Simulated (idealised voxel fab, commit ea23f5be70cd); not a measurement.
process module | voxel released beams
cross-section cut | 285 nm wide | cells 5 nm
A cross-section is a grid of square cells, given in bands from the top down. A band is one or more rows of cells.
Each band's line starts with the height of the band's top and of its bottom, in nm. Then come its materials from left to right, each with its width in nm. One material with "throughout" fills the band from edge to edge. "air" is empty space.
Height 0 is the level under which the wafer as received is all one material. The lowest band goes on downwards, as in "0 down".
A width such as "30 to 40" changes by the same amount from each row of cells to the next, from the band's top row to its bottom row.
"no change" after a step means that no cell of the cross-section changed.
closed voids: empty space of 8 cells or more with no open way to the top, each as width x height at its distance from the left edge, in nm
after a step's settings: what the simulator itself notes on the step
overlay nm, on a step with a mask: how far to the right of its planned place the mask lay; to the left if negative
plan
1 op RECEIVE | material Si
2 op CONFORMAL_DEP | material Al2O3 | thk nm 5
3 op DIRECTIONAL_DEP | material SiO2 | thk nm 20
4 op PATTERN | tone open | mask id ANCHOR | material resist | width nm 35 | thk nm 15 | overlay nm 0
5 op DIRECTIONAL_ETCH | etch materials SiO2 | depth nm 20
6 op STRIP | etch materials resist
7 op CONFORMAL_DEP | material W | thk nm 15
8 op MASKED_ETCH | tone cover | mask id BEAM | width nm 85 | etch materials W | depth nm 15 | overlay nm 0
9 op STRIP | etch materials SiO2
varied across the wafers: width nm of step 8. The plan shows the first wafer's value. All wafers start alike
first wafer as received, after step 1
  0 down: Si throughout
  closed voids: none
each wafer at the end: cells of each material gained (+) or lost (-) since it was received, then its closed voids
width nm 85 | +57 Al2O3 | +75 W | closed voids: none
width nm 90 | +57 Al2O3 | +78 W | closed voids: none
width nm 95 | +57 Al2O3 | +81 W | closed voids: none
width nm 100 | +57 Al2O3 | +84 W | closed voids: none
width nm 105 | +57 Al2O3 | +87 W | closed voids: none
width nm 110 | +57 Al2O3 | +90 W | closed voids: none
